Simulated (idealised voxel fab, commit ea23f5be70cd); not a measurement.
A process module follows: voxel tone inversion.
The figure presents cross-section cut, which has a width of 210 nm and is divided into square cells with an edge length of 5 nm.
Reading order for cross-sections: top band down to bottom band. Underlying form: a grid of square cells. Band size: one or more rows of cells.
Heads up on the band format: heights come first, top then bottom, in nm. After that it's the materials left to right, each with its width in nm. A single material flagged "edge to edge" fills the whole band edge to edge, and "empty" means there's empty space there.
Beneath 0, the wafer as received is one material, and that level is where height counting begins. The lowest band goes on downward without a bottom; it is written like "0 -> down".
A width given as "30..40" starts at the first number in the band's top row and ends at the second number in its bottom row, shifting by an equal amount at every step from row to row.
Given "everything unchanged" for a step, no cell of the cross-section differs between before and after that step.
Voids not open to the top, 8 cells minimum: see "Sealed void listing". Written width x height at distance; distance is from the left edge; nm.
Heads up: the bit after the settings on a step's line is the simulator's remark on that step.
overlay nm: step with mask; distance mask lay right of planned place; negative value = left of planned place.
### The process steps that were planned are listed below
1: RECEIVE with material Si
2: CONFORMAL_DEP with material SiN, thk nm 10
3: DIRECTIONAL_DEP with material aC, thk nm 25
4: PATTERN with tone cover, mask id POSTS, material resist, width nm 15, pitch nm 45, thk nm 30, overlay nm 0
5: DIRECTIONAL_ETCH with etch materials aC, depth nm 25
6: STRIP with etch materials resist
7: FILL_DEP with material lowk, thk nm 5
8: CMP with height nm 35
9: STRIP with etch materials aC
### Cross-section of the incoming wafer, state after step 1
* 0 -> down  Si edge to edge
* Sealed void listing: none
### Wafer cross-section at module end: first of two, run to plan
* 35 -> 10  75 lowk; 15 empty; 30 lowk; 15 empty; 75 lowk
* 10 -> 0  SiN edge to edge
* 0 -> down  Si edge to edge
* Sealed void listing: none
### Wafer two (of two), end-of-module cross-section: start = wafer one, plan = wafer one, one run mistake
* 35 -> 25  SiN edge to edge
* 25 -> 0  aC edge to edge
* 0 -> down  Si edge to edge
* Sealed void listing: none
What was done differently from what was planned? steps 2 and 3 swapped
Final cells, second wafer relative to first, materials higher or lower: aC: 210 more | lowk: 180 fewer
